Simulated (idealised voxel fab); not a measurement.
Process module name: voxel lift off
FYI the section here is cut, 215 nm wide, cells are 5 nm squares.
Just so we're on the same page, the cross-sections are grids of square cells, and they're listed out in bands top to bottom, each band one or more rows deep.
The band entry comprises the height of the band's top followed by the height of its bottom, expressed in nm, and subsequently the band's materials from left to right, each stated together with its width in nm. Where a single material is marked with the word "all across", that material fills the band from edge to edge. The word "blank" represents empty space.
Measure heights from 0. That's the level where, below it, the as-received wafer is all one material. The lowest band is bottomless and extends downward; write it as in "z 0 and below".
Think of "30 to 40" as a width that walks from the first number to the second as you go down the band, top row to bottom row, taking equal-sized steps from row to row.
You'll sometimes find "no alterations made" written for a step, and that's the way of saying that nowhere in the cross-section did a cell change during that step.
You'll see "Voids, sealed" listing empty spaces that have no way open to the top, as long as they're 8 cells or more; the notation is width x height at distance, where the distance is from the left edge, and all of it is in nm.
Anything after a step's settings on that line? It's the simulator's own note about the step.
You can add "overlay nm" to a step's line. For a step with a mask, it describes how far the mask lay to the right of its planned position, and a negative number describes a lay to the left.
How should the pairs below be read? Each gives the cross-section before one process step and the cross-section after it, the latter drawn only to the lowest band that changed; the step that lies between them, with its settings, appears under the pair. Does a pair pick up where the pair above left off? Only where its entry headed "Before step" says so, since pairs can come from different runs of this module on the same starting wafer.
## Before step
  z 0 and below: Si all across
  Voids, sealed: none
## Resulting Cross-Section
  z 5 to 0: Al2O3 all across
  Heights below 0 show no change.
  Voids, sealed: none
Process step bridging the above cross-sections: CONFORMAL_DEP | material Al2O3 | thk nm 5
Before step: unchanged from the after cross-section in the pair immediately above; refer to that figure.
## Resulting Cross-Section
  z 25 to 5: resist (55), then blank (15), then resist (30), then blank (15), then resist (30), then blank (15), then resist (55)
  Heights below 5 show no change.
  Voids, sealed: none
Process step bridging the above cross-sections: PATTERN | tone open | mask id LINES | material resist | width nm 15 | pitch nm 45 | thk nm 20 | overlay nm 0
Before step: unchanged from the after cross-section in the pair immediately above; refer to that figure.
## Resulting Cross-Section
  z 35 to 25: Ru (55), then blank (15), then Ru (30), then blank (15), then Ru (30), then blank (15), then Ru (55)
  z 25 to 15: resist (55), then blank (15), then resist (30), then blank (15), then resist (30), then blank (15), then resist (55)
  z 15 to 5: resist (55), then Ru (15), then resist (30), then Ru (15), then resist (30), then Ru (15), then resist (55)
  Heights below 5 show no change.
  Voids, sealed: none
Process step bridging the above cross-sections: DIRECTIONAL_DEP | material Ru | thk nm 10
Before step: unchanged from the after cross-section in the pair immediately above; refer to that figure.
## Resulting Cross-Section
  z 15 to 5: blank (55), then Ru (15), then blank (30), then Ru (15), then blank (30), then Ru (15), then blank (55)
  Heights below 5 show no change.
  Voids, sealed: none
Process step bridging the above cross-sections: STRIP | etch materials resist
Before step: unchanged from the after cross-section in the pair immediately above; refer to that figure.
## Resulting Cross-Section
  z 25 to 15: blank (45), then SiCN (35), then blank (10), then SiCN (35), then blank (10), then SiCN (35), then blank (45)
  z 15 to 5: SiCN (55), then Ru (15), then SiCN (30), then Ru (15), then SiCN (30), then Ru (15), then SiCN (55)
  Heights below 5 show no change.
  Voids, sealed: none
Process step bridging the above cross-sections: CONFORMAL_DEP | material SiCN | thk nm 10
## Before step
  z 25 to 5: resist (55), then blank (15), then resist (30), then blank (15), then resist (30), then blank (15), then resist (55)
  z 5 to 0: Al2O3 all across
  z 0 and below: Si all across
  Voids, sealed: none
## Resulting Cross-Section
  z 5 to 0: Al2O3 all across
  Heights below 0 show no change.
  Voids, sealed: none
Process step bridging the above cross-sections: STRIP | etch materials resist
Before step: unchanged from the after cross-section in the pair immediately above; refer to that figure.
## Resulting Cross-Section
  z 15 to 5: SiCN all across
  Heights below 5 show no change.
  Voids, sealed: none
Process step bridging the above cross-sections: CONFORMAL_DEP | material SiCN | thk nm 10
## Before step
  z 15 to 5: blank (55), then Ru (15), then blank (30), then Ru (15), then blank (30), then Ru (15), then blank (55)
  z 5 to 0: Al2O3 all across
  z 0 and below: Si all across
  Voids, sealed: none
## Resulting Cross-Section
  z 30 to 20: blank (40), then SiCN (135), then blank (40)
  z 20 to 15: SiCN all across
  z 15 to 5: SiCN (55), then Ru (15), then SiCN (30), then Ru (15), then SiCN (30), then Ru (15), then SiCN (55)
  Heights below 5 show no change.
  Voids, sealed: none
Process step bridging the above cross-sections: CONFORMAL_DEP | material SiCN | thk nm 15
## Before step
  z 5 to 0: Al2O3 all across
  z 0 and below: Si all across
  Voids, sealed: none
## Resulting Cross-Section
  z 25 to 5: resist (50), then blank (25), then resist (20), then blank (25), then resist (20), then blank (25), then resist (50)
  Heights below 5 show no change.
  Voids, sealed: none
Process step bridging the above cross-sections: PATTERN | tone open | mask id LINES | material resist | width nm 25 | pitch nm 45 | thk nm 20 | overlay nm 0
Before step: unchanged from the after cross-section in the pair immediately above; refer to that figure.
## Resulting Cross-Section
  z 35 to 25: Ru (50), then blank (25), then Ru (20), then blank (25), then Ru (20), then blank (25), then Ru (50)
  z 25 to 15: resist (50), then blank (25), then resist (20), then blank (25), then resist (20), then blank (25), then resist (50)
  z 15 to 5: resist (50), then Ru (25), then resist (20), then Ru (25), then resist (20), then Ru (25), then resist (50)
  Heights below 5 show no change.
  Voids, sealed: none
Process step bridging the above cross-sections: DIRECTIONAL_DEP | material Ru | thk nm 10
Before step: unchanged from the after cross-section in the pair immediately above; refer to that figure.
## Resulting Cross-Section
  z 15 to 5: blank (50), then Ru (25), then blank (20), then Ru (25), then blank (20), then Ru (25), then blank (50)
  Heights below 5 show no change.
  Voids, sealed: none
Process step bridging the above cross-sections: STRIP | etch materials resist
Before step: unchanged from the after cross-section in the pair immediately above; refer to that figure.
## Resulting Cross-Section
  z 25 to 15: blank (40), then SiCN (135), then blank (40)
  z 15 to 5: SiCN (50), then Ru (25), then SiCN (20), then Ru (25), then SiCN (20), then Ru (25), then SiCN (50)
  Heights below 5 show no change.
  Voids, sealed: none
Process step bridging the above cross-sections: CONFORMAL_DEP | material SiCN | thk nm 10
## Before step
  z 5 to 0: Al2O3 all across
  z 0 and below: Si all across
  Voids, sealed: none
## Resulting Cross-Section
  z 25 to 5: resist (45), then blank (15), then resist (30), then blank (15), then resist (30), then blank (15), then resist (65)
  Heights below 5 show no change.
  Voids, sealed: none
Process step bridging the above cross-sections: PATTERN | tone open | mask id LINES | material resist | width nm 15 | pitch nm 45 | thk nm 20 | overlay nm -10
Before step: unchanged from the after cross-section in the pair immediately above; refer to that figure.
## Resulting Cross-Section
  z 35 to 25: Ru (45), then blank (15), then Ru (30), then blank (15), then Ru (30), then blank (15), then Ru (65)
  z 25 to 15: resist (45), then blank (15), then resist (30), then blank (15), then resist (30), then blank (15), then resist (65)
  z 15 to 5: resist (45), then Ru (15), then resist (30), then Ru (15), then resist (30), then Ru (15), then resist (65)
  Heights below 5 show no change.
  Voids, sealed: none
Process step bridging the above cross-sections: DIRECTIONAL_DEP | material Ru | thk nm 10
Before step: unchanged from the after cross-section in the pair immediately above; refer to that figure.
## Resulting Cross-Section
  z 15 to 5: blank (45), then Ru (15), then blank (30), then Ru (15), then blank (30), then Ru (15), then blank (65)
  Heights below 5 show no change.
  Voids, sealed: none
Process step bridging the above cross-sections: STRIP | etch materials resist
Before step: unchanged from the after cross-section in the pair immediately above; refer to that figure.
## Resulting Cross-Section
  z 25 to 15: blank (35), then SiCN (35), then blank (10), then SiCN (35), then blank (10), then SiCN (35), then blank (55)
  z 15 to 5: SiCN (45), then Ru (15), then SiCN (30), then Ru (15), then SiCN (30), then Ru (15), then SiCN (65)
  Heights below 5 show no change.
  Voids, sealed: none
Process step bridging the above cross-sections: CONFORMAL_DEP | material SiCN | thk nm 10
## Before step
  z 0 and below: Si all across
  Voids, sealed: none
## Resulting Cross-Section
  z 5 to 0: SiCN all across
  Heights below 0 show no change.
  Voids, sealed: none
Process step bridging the above cross-sections: CONFORMAL_DEP | material SiCN | thk nm 5
Before step: unchanged from the after cross-section in the pair immediately above; refer to that figure.
## Resulting Cross-Section
  z 25 to 5: resist (55), then blank (15), then resist (30), then blank (15), then resist (30), then blank (15), then resist (55)
  Heights below 5 show no change.
  Voids, sealed: none
Process step bridging the above cross-sections: PATTERN | tone open | mask id LINES | material resist | width nm 15 | pitch nm 45 | thk nm 20 | overlay nm 0
Before step: unchanged from the after cross-section in the pair immediately above; refer to that figure.
## Resulting Cross-Section
  z 35 to 25: Ru (55), then blank (15), then Ru (30), then blank (15), then Ru (30), then blank (15), then Ru (55)
  z 25 to 15: resist (55), then blank (15), then resist (30), then blank (15), then resist (30), then blank (15), then resist (55)
  z 15 to 5: resist (55), then Ru (15), then resist (30), then Ru (15), then resist (30), then Ru (15), then resist (55)
  Heights below 5 show no change.
  Voids, sealed: none
Process step bridging the above cross-sections: DIRECTIONAL_DEP | material Ru | thk nm 10
Before step: unchanged from the after cross-section in the pair immediately above; refer to that figure.
## Resulting Cross-Section
  z 15 to 5: blank (55), then Ru (15), then blank (30), then Ru (15), then blank (30), then Ru (15), then blank (55)
  Heights below 5 show no change.
  Voids, sealed: none
Process step bridging the above cross-sections: STRIP | etch materials resist
Before step: unchanged from the after cross-section in the pair immediately above; refer to that figure.
## Resulting Cross-Section
  z 25 to 15: blank (45), then SiCN (35), then blank (10), then SiCN (35), then blank (10), then SiCN (35), then blank (45)
  z 15 to 5: SiCN (55), then Ru (15), then SiCN (30), then Ru (15), then SiCN (30), then Ru (15), then SiCN (55)
  Heights below 5 show no change.
  Voids, sealed: none
Process step bridging the above cross-sections: CONFORMAL_DEP | material SiCN | thk nm 10
## Before step
  z 5 to 0: Al2O3 all across
  z 0 and below: Si all across
  Voids, sealed: none
## Resulting Cross-Section
  z 25 to 5: blank (55), then resist (15), then blank (30), then resist (15), then blank (30), then resist (15), then blank (55)
  Heights below 5 show no change.
  Voids, sealed: none
Process step bridging the above cross-sections: PATTERN | tone cover | mask id LINES | material resist | width nm 15 | pitch nm 45 | thk nm 20 | overlay nm 0
Before step: unchanged from the after cross-section in the pair immediately above; refer to that figure.
## Resulting Cross-Section
  z 35 to 25: blank (55), then Ru (15), then blank (30), then Ru (15), then blank (30), then Ru (15), then blank (55)
  z 25 to 15: blank (55), then resist (15), then blank (30), then resist (15), then blank (30), then resist (15), then blank (55)
  z 15 to 5: Ru (55), then resist (15), then Ru (30), then resist (15), then Ru (30), then resist (15), then Ru (55)
  Heights below 5 show no change.
  Voids, sealed: none
Process step bridging the above cross-sections: DIRECTIONAL_DEP | material Ru | thk nm 10
Before step: unchanged from the after cross-section in the pair immediately above; refer to that figure.
## Resulting Cross-Section
  z 15 to 5: Ru (55), then blank (15), then Ru (30), then blank (15), then Ru (30), then blank (15), then Ru (55)
  Heights below 5 show no change.
  Voids, sealed: none
Process step bridging the above cross-sections: STRIP | etch materials resist
Before step: unchanged from the after cross-section in the pair immediately above; refer to that figure.
## Resulting Cross-Section
  z 25 to 15: SiCN all across
  z 15 to 5: Ru (55), then SiCN (15), then Ru (30), then SiCN (15), then Ru (30), then SiCN (15), then Ru (55)
  Heights below 5 show no change.
  Voids, sealed: none
Process step bridging the above cross-sections: CONFORMAL_DEP | material SiCN | thk nm 10
